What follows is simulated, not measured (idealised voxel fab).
The process module presented herein is designated voxel self aligned contacts.
The cross-section shown here is cut; it is 160 nm wide and divided into square cells measuring 5 nm on a side.
Reading order for cross-sections: top band down to bottom band. Underlying form: a grid of square cells. Band size: one or more rows of cells.
Heights first: top, then bottom, in nm. Then materials, left to right, each with a width in nm. "all across" on a single material: fills the band edge to edge. "empty": empty space.
Height datum 0, below which the as-received substrate wafer is one material. Lowest band open at the bottom, running downward: "0 nm and below".
With a width like "30..40", each row of cells in the band differs from the next by the same amount, the top row carrying the first number and the bottom row the second.
Step marked "nothing got changed"? Then no cell in the cross-section changed in it.
"Sealed void list" means: voids of 8 cells or more that are shut off from the top with no open way through. Written width x height at distance, distance from the left edge, in nm.
Where a step's line continues beyond its settings, the continuation is a remark by the simulator itself on that step.
The "overlay nm" setting may appear on a step's line; for a step that uses a mask, it gives how far to the right of its planned position the mask lay, and a negative value indicates the left.
### List of planned process steps
| 1 | RECEIVE: material Si |
| 2 | CONFORMAL_DEP: material SiO2, thk nm 5 |
| 3 | DIRECTIONAL_DEP: material polySi, thk nm 20 |
| 4 | DIRECTIONAL_DEP: material SiN, thk nm 20 |
| 5 | MASKED_ETCH: tone cover, mask id GATE, width nm 20, pitch nm 75, etch materials SiN, depth nm 20, overlay nm 0 |
| 6 | MASKED_ETCH: tone cover, mask id GATE, width nm 30, pitch nm 75, etch materials polySi, depth nm 20, overlay nm 0 |
| 7 | CONFORMAL_DEP: material SiN, thk nm 10 |
| 8 | DIRECTIONAL_ETCH: etch materials SiN, depth nm 10 |
| 9 | FILL_DEP: material SiO2, thk nm 15 |
| 10 | CMP: height nm 50 |
| 11 | PATTERN: tone open, mask id CONTACT, material resist, width nm 55, thk nm 20, overlay nm 0 |
| 12 | DIRECTIONAL_ETCH: etch materials SiO2, depth nm 50 |
| 13 | STRIP: etch materials resist |
| 14 | CONFORMAL_DEP: material TiN, thk nm 5 |
| 15 | FILL_DEP: material W, thk nm 10 |
| 16 | CMP: height nm 50 |
| 17 | CONFORMAL_DEP: material SiN, thk nm 5 |
The plan's step 5 width nm is the first wafer's value; the wafers differ in this setting and start identical.
### Cut through the first of several wafers as received, post step 1
* 0 nm and below: Si all across
* Sealed void list: none
### Depicted here is the first of several wafers in cross-section, at module completion following the last step, step 17
* 55 nm to 50 nm: SiN all across
* 50 nm to 45 nm: SiO2 (50)  TiN (15)  W (25)  TiN (15)  SiO2 (55)
* 45 nm to 30 nm: SiO2 (20)  SiN (40)  TiN (5)  W (25)  TiN (5)  SiN (40)  SiO2 (25)
* 30 nm to 25 nm: SiO2 (20)  SiN (40)  TiN (10)  W (15)  TiN (10)  SiN (40)  SiO2 (25)
* 25 nm to 5 nm: SiO2 (15)  SiN (10)  polySi (30)  SiN (10)  TiN (5)  W (15)  TiN (5)  SiN (10)  polySi (30)  SiN (10)  SiO2 (20)
* 5 nm to 0 nm: SiO2 (65)  TiN (25)  SiO2 (70)
* 0 nm and below: Si all across
* Sealed void list: none
### X-section, last wafer, module end
* 55 nm to 50 nm: SiN all across
* 50 nm to 45 nm: SiO2 (50)  TiN (55)  SiO2 (55)
* 45 nm to 25 nm: SiO2 (10)  SiN (65)  TiN (10)  SiN (65)  SiO2 (10)
* 25 nm to 5 nm: SiO2 (10)  SiN (10)  polySi (45)  SiN (10)  TiN (10)  SiN (10)  polySi (45)  SiN (10)  SiO2 (10)
* 5 nm to 0 nm: SiO2 (75)  TiN (10)  SiO2 (75)
* 0 nm and below: Si all across
* Sealed void list: none
### each wafer at the end: cells of each material gained (+) or lost (-) since it was received, then its closed voids
width nm 20, +128 SiN, +112 SiO2, +29 TiN, +35 W, +48 polySi, Sealed void list: none
width nm 25, +136 SiN, +108 SiO2, +29 TiN, +31 W, +48 polySi, Sealed void list: none
width nm 30, +144 SiN, +104 SiO2, +29 TiN, +27 W, +48 polySi, Sealed void list: none
width nm 35, +152 SiN, +97 SiO2, +29 TiN, +18 W, +56 polySi, Sealed void list: none
width nm 40, +160 SiN, +90 SiO2, +29 TiN, +9 W, +64 polySi, Sealed void list: none
width nm 45, +168 SiN, +83 SiO2, +29 TiN, +72 polySi, Sealed void list: none
